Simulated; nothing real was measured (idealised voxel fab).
Process module name: voxel fin reveal
This is section cut - it's 205 nm across, gridded in 5 nm square cells.
Cross-section format: a grid of square cells, given as bands from top to bottom; each band is one or more rows of cells.
Look at the band entry: it leads with the top's height and the bottom's height in nm. Then it lists the materials left to right, with a width in nm for each. The word "edge to edge" on a single material says that material fills the band edge to edge. The word "air" is empty space.
Ref level 0: as-received wafer is one material below here. Bottom band extends down with no lower bound ("z 0 and below").
Per-row width for "30..40": begins at first number (top row of band), ends at second number (bottom row), increment between rows held constant.
Step marked "identical to before"? Then no cell in the cross-section changed in it.
Basically, "Sealed internal voids" tells you about the enclosed voids: empty spaces with no open way to the top, 8 cells or bigger, each written width x height at distance, where distance is from the left edge, all in nm.
That trailing text on a step's line, after the settings, is the simulator's own remark on the step.
When a step includes a mask, the "overlay nm" setting on its line states how far to the right of its planned place that mask lay, and negative values state how far to the left.

## Process steps foreseen in the plan
1,RECEIVE,material Si
2,CONFORMAL_DEP,material SiN,thk nm 5
3,DIRECTIONAL_DEP,material aC,thk nm 10
4,PATTERN,tone cover,mask id FINS,material resist,width nm 15,pitch nm 40,thk nm 25,overlay nm 0
5,DIRECTIONAL_ETCH,etch materials aC,depth nm 10
6,STRIP,etch materials resist
7,DIRECTIONAL_ETCH,etch materials SiN,depth nm 5
8,DIRECTIONAL_ETCH,etch materials Si,depth nm 35
9,STRIP,etch materials aC
10,OXIDIZE,depth nm 5
11,FILL_DEP,material SiO2,thk nm 5
12,CMP,height nm 5
13,SELECTIVE_ETCH,etch materials SiO2,depth nm 15
14,STRIP,etch materials SiN
15,CONFORMAL_DEP,material SiO2,thk nm 5

## Cross-section, incoming material, after step 1
    z 0 and below  Si edge to edge
    Sealed internal voids: none

## Module complete, cross-section. Starting point and plan per above. One mistake made in running the module
    z 5 to 0  SiO2=35; air=15; SiO2=25; air=15; SiO2=25; air=15; SiO2=25; air=15; SiO2=35
    z 0 to -5  Si=30; SiO2=5; air=15; SiO2=5; Si=15; SiO2=5; air=15; SiO2=5; Si=15; SiO2=5; air=15; SiO2=5; Si=15; SiO2=5; air=15; SiO2=5; Si=30
    z -5 to -40  Si=30; SiO2=25; Si=15; SiO2=25; Si=15; SiO2=25; Si=15; SiO2=25; Si=30
    z -40 and below  Si edge to edge
    Sealed internal voids: none
Short version of what went wrong: for step 4, the planned setting was not used; the step was instead run as PATTERN,tone open,mask id FINS,material resist,width nm 15,pitch nm 40,thk nm 25,overlay nm 0
